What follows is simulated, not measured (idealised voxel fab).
This is a process module. Its name is voxel capacitor over wiring.
Cross-sectional view cut (width: 255 nm; square cell size: 5 nm).
We lay out every cross-section as a grid of square cells and spell it out in bands from the top down, where one band means one or more rows of cells.
Within each band entry, the heights of the top and of the bottom of the band appear first, in that order and in nm; the materials of the band then follow from left to right, each with its corresponding width in nm. The designation "full width" on a single material indicates that it fills the band from edge to edge; the designation "air" indicates empty space.
A quick word on heights: they are counted from 0, and under that level the wafer as it came to us is one material throughout. The lowest band is different from the rest in having no bottom; it simply continues downward, written as in "0..down".
Top row gets the first number, bottom row gets the second, and each row in between changes by the same step: that is how a band width like "30->40" works.
Reading "stayed the same" for a step: not a cell of the cross-section changed in it.
Listed in "Enclosed internal voids": every empty space of 8 or more cells without an open way to the top. Form: width x height at distance, the distance being from the left edge, all in nm.
Heads up: the bit after the settings on a step's line is the simulator's remark on that step.
overlay nm: mask offset rightward from planned place, masked step; negative means leftward offset.

The planned process steps are enumerated hereunder:
step 1: RECEIVE: material Si
step 2: CONFORMAL_DEP: material SiO2, thk nm 15
step 3: CONFORMAL_DEP: material SiN, thk nm 5
step 4: DIRECTIONAL_DEP: material lowk, thk nm 15
step 5: PATTERN: tone open, mask id METAL_1, material resist, width nm 30, pitch nm 90, thk nm 15, overlay nm 0
step 6: DIRECTIONAL_ETCH: etch materials lowk, depth nm 15
step 7: DIRECTIONAL_ETCH: etch materials SiN, depth nm 5
step 8: STRIP: etch materials resist
step 9: CONFORMAL_DEP: material TiN, thk nm 5
step 10: FILL_DEP: material Ru, thk nm 10
step 11: CMP: height nm 35
step 12: CONFORMAL_DEP: material SiCN, thk nm 5
step 13: DIRECTIONAL_DEP: material lowk, thk nm 10
step 14: MASKED_ETCH: tone open, mask id PLUG_1, width nm 15, etch materials lowk, depth nm 10, overlay nm 0
step 15: MASKED_ETCH: tone open, mask id PLUG_1, width nm 15, etch materials SiCN, depth nm 5, overlay nm 0
step 16: CONFORMAL_DEP: material TiN, thk nm 5
step 17: FILL_DEP: material Ru, thk nm 5
step 18: CMP: height nm 50
step 19: DIRECTIONAL_DEP: material TiN, thk nm 5
step 20: DIRECTIONAL_DEP: material HfO2, thk nm 5
step 21: DIRECTIONAL_DEP: material TiN, thk nm 5
step 22: PATTERN: tone cover, mask id UPPER_PLATE, material resist, width nm 65, thk nm 15, overlay nm 0
step 23: DIRECTIONAL_ETCH: etch materials TiN, depth nm 5
step 24: DIRECTIONAL_ETCH: etch materials HfO2, depth nm 5
step 25: STRIP: etch materials resist
step 26: MASKED_ETCH: tone cover, mask id LOWER_PLATE, width nm 75, etch materials TiN, depth nm 5, overlay nm 0
step 27: FILL_DEP: material SiO2, thk nm 15
step 28: CMP: height nm 75
step 29: PATTERN: tone open, mask id PLUG_2, material resist, width nm 15, thk nm 15, overlay nm 0
step 30: DIRECTIONAL_ETCH: etch materials SiO2, depth nm 10
step 31: STRIP: etch materials resist
step 32: CONFORMAL_DEP: material TiN, thk nm 5
step 33: FILL_DEP: material Cu, thk nm 5
step 34: CMP: height nm 75
step 35: CONFORMAL_DEP: material SiCN, thk nm 5

First out of two wafers; run went to plan:

Cross-sectional view of the wafer in its as-received condition, corresponding to the state after step 1:
    0..down  Si full width
    Enclosed internal voids: none

Cross-section through the wafer, step 2 finished:
    15..0  SiO2 full width
    Below 0, no change.

Cross-section through the wafer, step 3 finished:
    20..15  SiN full width
    Below 15, no change.

Cross-section through the wafer, step 4 finished:
    35..20  lowk full width
    Below 20, no change.

Cross-section through the wafer, step 5 finished:
    50..35  65 of resist / 30 of air / 60 of resist / 30 of air / 70 of resist
    Below 35, no change.

Cross-section through the wafer, step 6 finished:
    50..35  65 of resist / 30 of air / 60 of resist / 30 of air / 70 of resist
    35..20  65 of lowk / 30 of air / 60 of lowk / 30 of air / 70 of lowk
    Below 20, no change.

Cross-section through the wafer, step 7 finished:
    50..35  65 of resist / 30 of air / 60 of resist / 30 of air / 70 of resist
    35..20  65 of lowk / 30 of air / 60 of lowk / 30 of air / 70 of lowk
    20..15  65 of SiN / 30 of air / 60 of SiN / 30 of air / 70 of SiN
    Below 15, no change.

Cross-section through the wafer, step 8 finished:
    35..20  65 of lowk / 30 of air / 60 of lowk / 30 of air / 70 of lowk
    Below 20, no change.

Cross-section through the wafer, step 9 finished:
    40..35  70 of TiN / 20 of air / 70 of TiN / 20 of air / 75 of TiN
    35..20  65 of lowk / 5 of TiN / 20 of air / 5 of TiN / 60 of lowk / 5 of TiN / 20 of air / 5 of TiN / 70 of lowk
    20..15  65 of SiN / 30 of TiN / 60 of SiN / 30 of TiN / 70 of SiN
    Below 15, no change.

Cross-section through the wafer, step 10 finished:
    50..40  Ru full width
    40..35  70 of TiN / 20 of Ru / 70 of TiN / 20 of Ru / 75 of TiN
    35..20  65 of lowk / 5 of TiN / 20 of Ru / 5 of TiN / 60 of lowk / 5 of TiN / 20 of Ru / 5 of TiN / 70 of lowk
    Below 20, no change.

Cross-section through the wafer, step 11 finished:
    35..20  65 of lowk / 5 of TiN / 20 of Ru / 5 of TiN / 60 of lowk / 5 of TiN / 20 of Ru / 5 of TiN / 70 of lowk
    Below 20, no change.

Cross-section through the wafer, step 12 finished:
    40..35  SiCN full width
    Below 35, no change.

Cross-section through the wafer, step 13 finished:
    50..40  lowk full width
    Below 40, no change.

Cross-section through the wafer, step 14 finished:
    50..40  80 of lowk / 15 of air / 160 of lowk
    Below 40, no change.

Cross-section through the wafer, step 15 finished:
    50..40  80 of lowk / 15 of air / 160 of lowk
    40..35  80 of SiCN / 15 of air / 160 of SiCN
    Below 35, no change.

Cross-section through the wafer, step 16 finished:
    55..50  85 of TiN / 5 of air / 165 of TiN
    50..40  80 of lowk / 5 of TiN / 5 of air / 5 of TiN / 160 of lowk
    40..35  80 of SiCN / 15 of TiN / 160 of SiCN
    Below 35, no change.

Cross-section through the wafer, step 17 finished:
    60..55  Ru full width
    55..50  85 of TiN / 5 of Ru / 165 of TiN
    50..40  80 of lowk / 5 of TiN / 5 of Ru / 5 of TiN / 160 of lowk
    Below 40, no change.

Cross-section through the wafer, step 18 finished:
    50..40  80 of lowk / 5 of TiN / 5 of Ru / 5 of TiN / 160 of lowk
    Below 40, no change.

Cross-section through the wafer, step 19 finished:
    55..50  TiN full width
    Below 50, no change.

Cross-section through the wafer, step 20 finished:
    60..55  HfO2 full width
    Below 55, no change.

Cross-section through the wafer, step 21 finished:
    65..60  TiN full width
    Below 60, no change.

Cross-section through the wafer, step 22 finished:
    80..65  80 of air / 65 of resist / 110 of air
    Below 65, no change.

Cross-section through the wafer, step 23 finished:
    80..65  80 of air / 65 of resist / 110 of air
    65..60  80 of air / 65 of TiN / 110 of air
    Below 60, no change.

Cross-section through the wafer, step 24 finished:
    80..65  80 of air / 65 of resist / 110 of air
    65..60  80 of air / 65 of TiN / 110 of air
    60..55  80 of air / 65 of HfO2 / 110 of air
    Below 55, no change.

Cross-section through the wafer, step 25 finished:
    65..60  80 of air / 65 of TiN / 110 of air
    Below 60, no change.

Cross-section through the wafer, step 26 finished:
    65..60  80 of air / 65 of TiN / 110 of air
    60..55  80 of air / 65 of HfO2 / 110 of air
    55..50  75 of air / 75 of TiN / 105 of air
    Below 50, no change.

Cross-section through the wafer, step 27 finished:
    80..65  SiO2 full width
    65..60  80 of SiO2 / 65 of TiN / 110 of SiO2
    60..55  80 of SiO2 / 65 of HfO2 / 110 of SiO2
    55..50  75 of SiO2 / 75 of TiN / 105 of SiO2
    Below 50, no change.

Cross-section through the wafer, step 28 finished:
    75..65  SiO2 full width
    Below 65, no change.

Cross-section through the wafer, step 29 finished:
    90..75  90 of resist / 15 of air / 150 of resist
    Below 75, no change.

Cross-section through the wafer, step 30 finished:
    90..75  90 of resist / 15 of air / 150 of resist
    75..65  90 of SiO2 / 15 of air / 150 of SiO2
    Below 65, no change.

Cross-section through the wafer, step 31 finished:
    75..65  90 of SiO2 / 15 of air / 150 of SiO2
    Below 65, no change.

Cross-section through the wafer, step 32 finished:
    80..75  95 of TiN / 5 of air / 155 of TiN
    75..70  90 of SiO2 / 5 of TiN / 5 of air / 5 of TiN / 150 of SiO2
    70..60  90->80 of SiO2 / 15->65 of TiN / 150->110 of SiO2
    Below 60, no change.

Cross-section through the wafer, step 33 finished:
    85..80  Cu full width
    80..75  95 of TiN / 5 of Cu / 155 of TiN
    75..70  90 of SiO2 / 5 of TiN / 5 of Cu / 5 of TiN / 150 of SiO2
    Below 70, no change.

Cross-section through the wafer, step 34 finished:
    75..70  90 of SiO2 / 5 of TiN / 5 of Cu / 5 of TiN / 150 of SiO2
    Below 70, no change.

Cross-section through the wafer, step 35 finished:
    80..75  SiCN full width
    Below 75, no change.

Second wafer, same starting state and plan as the first, one mistake in the run, identical through step 13:

The second wafer cut through, at the time step 14 was supposed to be finished:
    50..40  70 of lowk / 15 of air / 170 of lowk
    Below 40, no change.

The second wafer cut through, at the time step 15 was supposed to be finished:
    50..40  70 of lowk / 15 of air / 170 of lowk
    40..35  80 of SiCN / 5 of air / 170 of SiCN
    Below 35, no change.

The second wafer cut through, at the time step 16 was supposed to be finished:
    55..50  75 of TiN / 5 of air / 175 of TiN
    50..45  70 of lowk / 5 of TiN / 5 of air / 5 of TiN / 170 of lowk
    45..40  70 of lowk / 15 of TiN / 170 of lowk
    40..35  80 of SiCN / 5 of TiN / 170 of SiCN
    Below 35, no change.

The second wafer cut through, at the time step 17 was supposed to be finished:
    60..55  Ru full width
    55..50  75 of TiN / 5 of Ru / 175 of TiN
    50..45  70 of lowk / 5 of TiN / 5 of Ru / 5 of TiN / 170 of lowk
    Below 45, no change.

The second wafer cut through, at the time step 18 was supposed to be finished:
    50..45  70 of lowk / 5 of TiN / 5 of Ru / 5 of TiN / 170 of lowk
    Below 45, no change.

The second wafer cut through, at the time step 19 was supposed to be finished:
    55..50  TiN full width
    Below 50, no change.

The second wafer cut through, at the time step 20 was supposed to be finished:
    60..55  HfO2 full width
    Below 55, no change.

The second wafer cut through, at the time step 21 was supposed to be finished:
    65..60  TiN full width
    Below 60, no change.

The second wafer cut through, at the time step 22 was supposed to be finished:
    80..65  80 of air / 65 of resist / 110 of air
    Below 65, no change.

The second wafer cut through, at the time step 23 was supposed to be finished:
    80..65  80 of air / 65 of resist / 110 of air
    65..60  80 of air / 65 of TiN / 110 of air
    Below 60, no change.

The second wafer cut through, at the time step 24 was supposed to be finished:
    80..65  80 of air / 65 of resist / 110 of air
    65..60  80 of air / 65 of TiN / 110 of air
    60..55  80 of air / 65 of HfO2 / 110 of air
    Below 55, no change.

The second wafer cut through, at the time step 25 was supposed to be finished:
    65..60  80 of air / 65 of TiN / 110 of air
    Below 60, no change.

The second wafer cut through, at the time step 26 was supposed to be finished:
    65..60  80 of air / 65 of TiN / 110 of air
    60..55  80 of air / 65 of HfO2 / 110 of air
    55..50  75 of air / 75 of TiN / 105 of air
    Below 50, no change.

The second wafer cut through, at the time step 27 was supposed to be finished:
    80..65  SiO2 full width
    65..60  80 of SiO2 / 65 of TiN / 110 of SiO2
    60..55  80 of SiO2 / 65 of HfO2 / 110 of SiO2
    55..50  75 of SiO2 / 75 of TiN / 105 of SiO2
    Below 50, no change.

The second wafer cut through, at the time step 28 was supposed to be finished:
    75..65  SiO2 full width
    Below 65, no change.

The second wafer cut through, at the time step 29 was supposed to be finished:
    90..75  90 of resist / 15 of air / 150 of resist
    Below 75, no change.

The second wafer cut through, at the time step 30 was supposed to be finished:
    90..75  90 of resist / 15 of air / 150 of resist
    75..65  90 of SiO2 / 15 of air / 150 of SiO2
    Below 65, no change.

The second wafer cut through, at the time step 31 was supposed to be finished:
    75..65  90 of SiO2 / 15 of air / 150 of SiO2
    Below 65, no change.

The second wafer cut through, at the time step 32 was supposed to be finished:
    80..75  95 of TiN / 5 of air / 155 of TiN
    75..70  90 of SiO2 / 5 of TiN / 5 of air / 5 of TiN / 150 of SiO2
    70..60  90->80 of SiO2 / 15->65 of TiN / 150->110 of SiO2
    Below 60, no change.

The second wafer cut through, at the time step 33 was supposed to be finished:
    85..80  Cu full width
    80..75  95 of TiN / 5 of Cu / 155 of TiN
    75..70  90 of SiO2 / 5 of TiN / 5 of Cu / 5 of TiN / 150 of SiO2
    Below 70, no change.

The second wafer cut through, at the time step 34 was supposed to be finished:
    75..70  90 of SiO2 / 5 of TiN / 5 of Cu / 5 of TiN / 150 of SiO2
    Below 70, no change.

The second wafer cut through, at the time step 35 was supposed to be finished:
    80..75  SiCN full width
    Below 75, no change.
In executing the process, a mistake was made relative to the plan: it should be noted that step 14 was executed with settings other than those planned, the operation and settings actually applied being MASKED_ETCH: tone open, mask id PLUG_1, width nm 15, etch materials lowk, depth nm 10, overlay nm -10
Bottom line after processing is that, in cells, the second wafer is up or down on some materials versus the first: Ru -1, SiCN +2, TiN -1
